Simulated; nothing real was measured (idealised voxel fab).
The document below concerns the process module designated voxel ribs on slabs.
Displayed cross-section: cut, width of 235 nm, square cells sized 5 nm.
Each cross-section below is a grid of square cells, stated as bands in top-down order, with one or more rows of cells making up each band. Top height, bottom height, nm. Materials left to right, width each, nm. Single material + "throughout" = fills band edge to edge. "empty" = empty. For the purposes of this specification, 0 denotes the height below which the wafer in its as-received condition is composed wholly of one material, and the lowermost band, lacking a lower limit, extends downward without end, as expressed in "z 0 and below". The expression "30->40" gives the width at the extremes of the band, the first number at its top row of cells and the second at its bottom row, with the width changing by equal amounts from each row to the next in between. Where the words "stayed the same" appear for a step, the cross-section shows no cell changed by that step; every cell remained as before. Heads up: "Enclosed cavities" only lists the empty pockets with no open path to the top that are 8 cells or more, and it writes them as width x height at distance, distance from the left edge, in nm. Where a step's line continues beyond its settings, the continuation is a remark by the simulator itself on that step. A step line may carry the setting "overlay nm", which, for steps involving a mask, states the distance by which the mask lay to the right of its intended position; negative values denote displacement to the left.
Planned step list for the process
1,RECEIVE | material Si
2,DIRECTIONAL_DEP | material SiO2 | thk nm 20
3,DIRECTIONAL_DEP | material SiN | thk nm 25
4,DIRECTIONAL_DEP | material aC | thk nm 15
5,PATTERN | tone cover | mask id RIB | material resist | width nm 30 | thk nm 35 | overlay nm 0
6,DIRECTIONAL_ETCH | etch materials aC | depth nm 15
7,STRIP | etch materials resist
8,DIRECTIONAL_ETCH | etch materials SiN | depth nm 5
9,STRIP | etch materials aC
10,MASKED_ETCH | tone cover | mask id SLAB | width nm 60 | etch materials SiN | depth nm 20 | overlay nm 0
11,FILL_DEP | material SiO2 | thk nm 15
12,CMP | height nm 55
13,DIRECTIONAL_DEP | material TiN | thk nm 5
14,PATTERN | tone cover | mask id HEATER | material resist | width nm 40 | thk nm 20 | overlay nm 0
15,DIRECTIONAL_ETCH | etch materials TiN | depth nm 5
16,STRIP | etch materials resist
17,CONFORMAL_DEP | material SiN | thk nm 5
Shown in cross-section is the wafer as received, that is, as it stands after step 1
	z 0 and below | Si throughout
	Enclosed cavities: none
The module was run from the start shown above using the plan shown above, but one mistake was made doing it; the resulting wafer cross-section is below
	z 65 to 60 | empty: 90, SiN: 50, empty: 95
	z 60 to 55 | SiN: 95, TiN: 40, SiN: 100
	z 55 to 45 | SiO2 throughout
	z 45 to 40 | SiO2: 100, SiN: 30, SiO2: 105
	z 40 to 20 | SiO2: 85, SiN: 60, SiO2: 90
	z 20 to 0 | SiN throughout
	z 0 and below | Si throughout
	Enclosed cavities: none
Which mistake was made when the wafer was run? it should be noted that step 2 was executed with settings other than those planned, the operation and settings actually applied being DIRECTIONAL_DEP | material SiN | thk nm 20
